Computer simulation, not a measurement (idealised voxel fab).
This is a process module. Its name is voxel tone inversion.
Square cell edge 5 nm, section width 280 nm, ID cut.
A cross-section in this document is a grid of square cells, and it is written down as bands, the top band listed before the ones below it; a band is made up of one or more rows of cells. In this notation a band is specified by the heights of its top and bottom, in that order and in nm, after which its materials appear from left to right, each paired with its width in nm. The word "full width" attached to a single material means that material fills the band from edge to edge; the word "empty" stands for empty space. Beneath 0, the wafer as received is one material, and that level is where height counting begins. The lowest band goes on downward without a bottom; it is written like "top 0, no bottom". The two numbers in a width such as "30..40" mark its ends across the band: the first belongs to the top row of cells, the second to the bottom row, and from each row to the next the width moves by the same amount. Basically "no alterations made" means that step didn't change any cell in the cross-section. This entry, "Closed void list", enumerates those empty regions of no fewer than 8 cells that possess no open connection to the top. Each region is reported in the form width x height at distance, the distance being taken from the left edge, with all three quantities expressed in nm. Past the settings on a step's line: simulator remark, on that step. overlay nm: step with mask; distance mask lay right of planned place; negative value = left of planned place.
# The planned process steps are enumerated hereunder
step 1: op RECEIVE | material Si
step 2: op CONFORMAL_DEP | material SiCN | thk nm 10
step 3: op DIRECTIONAL_DEP | material aC | thk nm 15
step 4: op PATTERN | tone cover | mask id POSTS | material resist | width nm 20 | pitch nm 40 | thk nm 25 | overlay nm 0
step 5: op DIRECTIONAL_ETCH | etch materials aC | depth nm 15
step 6: op STRIP | etch materials resist
step 7: op FILL_DEP | material SiO2 | thk nm 5
step 8: op CMP | height nm 25
step 9: op STRIP | etch materials aC
step 10: op CONFORMAL_DEP | material TiN | thk nm 5
step 11: op FILL_DEP | material Ru | thk nm 10
step 12: op CMP | height nm 25
step 13: op CONFORMAL_DEP | material SiN | thk nm 5
# Account of the first of two wafers, which was processed as intended
# Cross-section of the wafer as it came to us, i.e., already through step 1
top 0, no bottom = Si full width
Closed void list: none
# Cross-section through the wafer, step 2 finished
top 10, bottom 0 = SiCN full width
For the remainder of the cross-section, below 0, there is no change.
# Cross-section through the wafer, step 3 finished
top 25, bottom 10 = aC full width
For the remainder of the cross-section, below 10, there is no change.
# Cross-section through the wafer, step 4 finished
top 50, bottom 25 = empty 70 nm, resist 20 nm, empty 20 nm, resist 20 nm, empty 20 nm, resist 20 nm, empty 20 nm, resist 20 nm, empty 70 nm
For the remainder of the cross-section, below 25, there is no change.
# Cross-section through the wafer, step 5 finished
top 35, bottom 25 = empty 70 nm, resist 20 nm, empty 20 nm, resist 20 nm, empty 20 nm, resist 20 nm, empty 20 nm, resist 20 nm, empty 70 nm
top 25, bottom 10 = empty 70 nm, aC 20 nm, empty 20 nm, aC 20 nm, empty 20 nm, aC 20 nm, empty 20 nm, aC 20 nm, empty 70 nm
For the remainder of the cross-section, below 10, there is no change.
# Cross-section through the wafer, step 6 finished
top 25, bottom 10 = empty 70 nm, aC 20 nm, empty 20 nm, aC 20 nm, empty 20 nm, aC 20 nm, empty 20 nm, aC 20 nm, empty 70 nm
For the remainder of the cross-section, below 10, there is no change.
# Cross-section through the wafer, step 7 finished
top 30, bottom 25 = SiO2 full width
top 25, bottom 10 = SiO2 70 nm, aC 20 nm, SiO2 20 nm, aC 20 nm, SiO2 20 nm, aC 20 nm, SiO2 20 nm, aC 20 nm, SiO2 70 nm
For the remainder of the cross-section, below 10, there is no change.
# Cross-section through the wafer, step 8 finished
top 25, bottom 10 = SiO2 70 nm, aC 20 nm, SiO2 20 nm, aC 20 nm, SiO2 20 nm, aC 20 nm, SiO2 20 nm, aC 20 nm, SiO2 70 nm
For the remainder of the cross-section, below 10, there is no change.
# Cross-section through the wafer, step 9 finished
top 25, bottom 10 = SiO2 70 nm, empty 20 nm, SiO2 20 nm, empty 20 nm, SiO2 20 nm, empty 20 nm, SiO2 20 nm, empty 20 nm, SiO2 70 nm
For the remainder of the cross-section, below 10, there is no change.
# Cross-section through the wafer, step 10 finished
top 30, bottom 25 = TiN 75 nm, empty 10 nm, TiN 30 nm, empty 10 nm, TiN 30 nm, empty 10 nm, TiN 30 nm, empty 10 nm, TiN 75 nm
top 25, bottom 15 = SiO2 70 nm, TiN 5 nm, empty 10 nm, TiN 5 nm, SiO2 20 nm, TiN 5 nm, empty 10 nm, TiN 5 nm, SiO2 20 nm, TiN 5 nm, empty 10 nm, TiN 5 nm, SiO2 20 nm, TiN 5 nm, empty 10 nm, TiN 5 nm, SiO2 70 nm
top 15, bottom 10 = SiO2 70 nm, TiN 20 nm, SiO2 20 nm, TiN 20 nm, SiO2 20 nm, TiN 20 nm, SiO2 20 nm, TiN 20 nm, SiO2 70 nm
For the remainder of the cross-section, below 10, there is no change.
# Cross-section through the wafer, step 11 finished
top 40, bottom 30 = Ru full width
top 30, bottom 25 = TiN 75 nm, Ru 10 nm, TiN 30 nm, Ru 10 nm, TiN 30 nm, Ru 10 nm, TiN 30 nm, Ru 10 nm, TiN 75 nm
top 25, bottom 15 = SiO2 70 nm, TiN 5 nm, Ru 10 nm, TiN 5 nm, SiO2 20 nm, TiN 5 nm, Ru 10 nm, TiN 5 nm, SiO2 20 nm, TiN 5 nm, Ru 10 nm, TiN 5 nm, SiO2 20 nm, TiN 5 nm, Ru 10 nm, TiN 5 nm, SiO2 70 nm
For the remainder of the cross-section, below 15, there is no change.
# Cross-section through the wafer, step 12 finished
top 25, bottom 15 = SiO2 70 nm, TiN 5 nm, Ru 10 nm, TiN 5 nm, SiO2 20 nm, TiN 5 nm, Ru 10 nm, TiN 5 nm, SiO2 20 nm, TiN 5 nm, Ru 10 nm, TiN 5 nm, SiO2 20 nm, TiN 5 nm, Ru 10 nm, TiN 5 nm, SiO2 70 nm
For the remainder of the cross-section, below 15, there is no change.
# Cross-section through the wafer, step 13 finished
top 30, bottom 25 = SiN full width
For the remainder of the cross-section, below 25, there is no change.
# Wafer two of two - same starting point, same process plan, one mistake in execution; matches wafer one up to and including step 5
# Cross-section of the second wafer at the time step 6 of the plan should have ended
top 25, bottom 10 = empty 70 nm, aC 20 nm, empty 20 nm, aC 20 nm, empty 20 nm, aC 20 nm, empty 20 nm, aC 20 nm, empty 70 nm
For the remainder of the cross-section, below 10, there is no change.
# Cross-section of the second wafer at the time step 7 of the plan should have ended
top 30, bottom 25 = SiO2 full width
top 25, bottom 10 = SiO2 70 nm, aC 20 nm, SiO2 20 nm, aC 20 nm, SiO2 20 nm, aC 20 nm, SiO2 20 nm, aC 20 nm, SiO2 70 nm
For the remainder of the cross-section, below 10, there is no change.
# Cross-section of the second wafer at the time step 8 of the plan should have ended
top 25, bottom 10 = SiO2 70 nm, aC 20 nm, SiO2 20 nm, aC 20 nm, SiO2 20 nm, aC 20 nm, SiO2 20 nm, aC 20 nm, SiO2 70 nm
For the remainder of the cross-section, below 10, there is no change.
# Cross-section of the second wafer at the time step 9 of the plan should have ended
top 25, bottom 10 = SiO2 70 nm, empty 20 nm, SiO2 20 nm, empty 20 nm, SiO2 20 nm, empty 20 nm, SiO2 20 nm, empty 20 nm, SiO2 70 nm
For the remainder of the cross-section, below 10, there is no change.
# Cross-section of the second wafer at the time step 10 of the plan should have ended
top 30, bottom 25 = TiN 75 nm, empty 10 nm, TiN 30 nm, empty 10 nm, TiN 30 nm, empty 10 nm, TiN 30 nm, empty 10 nm, TiN 75 nm
top 25, bottom 15 = SiO2 70 nm, TiN 5 nm, empty 10 nm, TiN 5 nm, SiO2 20 nm, TiN 5 nm, empty 10 nm, TiN 5 nm, SiO2 20 nm, TiN 5 nm, empty 10 nm, TiN 5 nm, SiO2 20 nm, TiN 5 nm, empty 10 nm, TiN 5 nm, SiO2 70 nm
top 15, bottom 10 = SiO2 70 nm, TiN 20 nm, SiO2 20 nm, TiN 20 nm, SiO2 20 nm, TiN 20 nm, SiO2 20 nm, TiN 20 nm, SiO2 70 nm
For the remainder of the cross-section, below 10, there is no change.
# Cross-section of the second wafer at the time step 11 of the plan should have ended
top 40, bottom 30 = Ru full width
top 30, bottom 25 = TiN 75 nm, Ru 10 nm, TiN 30 nm, Ru 10 nm, TiN 30 nm, Ru 10 nm, TiN 30 nm, Ru 10 nm, TiN 75 nm
top 25, bottom 15 = SiO2 70 nm, TiN 5 nm, Ru 10 nm, TiN 5 nm, SiO2 20 nm, TiN 5 nm, Ru 10 nm, TiN 5 nm, SiO2 20 nm, TiN 5 nm, Ru 10 nm, TiN 5 nm, SiO2 20 nm, TiN 5 nm, Ru 10 nm, TiN 5 nm, SiO2 70 nm
For the remainder of the cross-section, below 15, there is no change.
# Cross-section of the second wafer at the time step 12 of the plan should have ended
top 25, bottom 15 = SiO2 70 nm, TiN 5 nm, Ru 10 nm, TiN 5 nm, SiO2 20 nm, TiN 5 nm, Ru 10 nm, TiN 5 nm, SiO2 20 nm, TiN 5 nm, Ru 10 nm, TiN 5 nm, SiO2 20 nm, TiN 5 nm, Ru 10 nm, TiN 5 nm, SiO2 70 nm
For the remainder of the cross-section, below 15, there is no change.
# Cross-section of the second wafer at the time step 13 of the plan should have ended
top 30, bottom 25 = SiN full width
For the remainder of the cross-section, below 25, there is no change.
Against the plan, the run slipped here: plan step 6 was conducted twice
The two wafers wind up with the same cross-section at the end, so whatever this model computes is the same despite the mistake.
